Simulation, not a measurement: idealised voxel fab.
Process module in this document: voxel double patterning
Cross-section cut spans 210 nm and uses square cells 5 nm in size.
When this document writes out a cross-section, it uses a grid of square cells and lists it as bands, beginning at the top and moving down, with a band standing for one or more rows of cells. This entry defines a band. It first specifies the height of the band's top and the height of its bottom in nm, and then specifies the band's materials from left to right, stating each material with its width in nm. The word "throughout" identifies a single material that fills the band from edge to edge, while the word "blank" identifies empty space. All heights in this document are referenced to 0, defined as the level beneath which the wafer, as received, consists entirely of one material. The lowest band is not bounded below; it extends indefinitely downward and is written in the form "0 and below". Width "30..40": first value at the band's top row of cells, second value at its bottom row, equal change from row to row. "nothing changed" for a step: no cell of the cross-section changed in that step. "Closed-off voids" contains a list of empty spaces, each no smaller than 8 cells and without an open way to the top, written in the form width x height at distance with the distance from the left edge and all three in nm. after a step's settings: what the simulator itself notes on the step. What "overlay nm" on a step's line means: if the step has a mask, that mask lay this far to the right of its planned place, or, when the value is negative, to the left.
Set out below are the planned steps of the process
| 1 | RECEIVE (material Si) |
| 2 | CONFORMAL_DEP (material SiO2; thk nm 5) |
| 3 | DIRECTIONAL_DEP (material W; thk nm 10) |
| 4 | DIRECTIONAL_DEP (material SiN; thk nm 10) |
| 5 | MASKED_ETCH (tone open; mask id FIRST; width nm 15; pitch nm 50; etch materials SiN; depth nm 10; overlay nm 0) |
| 6 | MASKED_ETCH (tone open; mask id SECOND; width nm 15; etch materials SiN; depth nm 10; overlay nm 0) |
| 7 | DIRECTIONAL_ETCH (etch materials W; depth nm 10) |
| 8 | STRIP (etch materials SiN) |
Cross-section of the wafer upon arrival, representing the state reached after step 1
  0 and below: Si throughout
  Closed-off voids: none
First wafer at the end, as planned
  15 down to 5: 70 nm W  15 nm blank  10 nm W  15 nm blank  10 nm W  15 nm blank  75 nm W
  5 down to 0: SiO2 throughout
  0 and below: Si throughout
  Closed-off voids: none
The second wafer, shown in cross-section after the module: started the same way as the first and given the same plan, yet one mistake crept into how it was run
  15 down to 10: SiO2 throughout
  10 down to 0: W throughout
  0 and below: Si throughout
  Closed-off voids: none
Processing error: steps 2 and 3: order swapped relative to plan
Heads up, by the end the second wafer has more or fewer cells of some materials compared to the first: W: 18 more
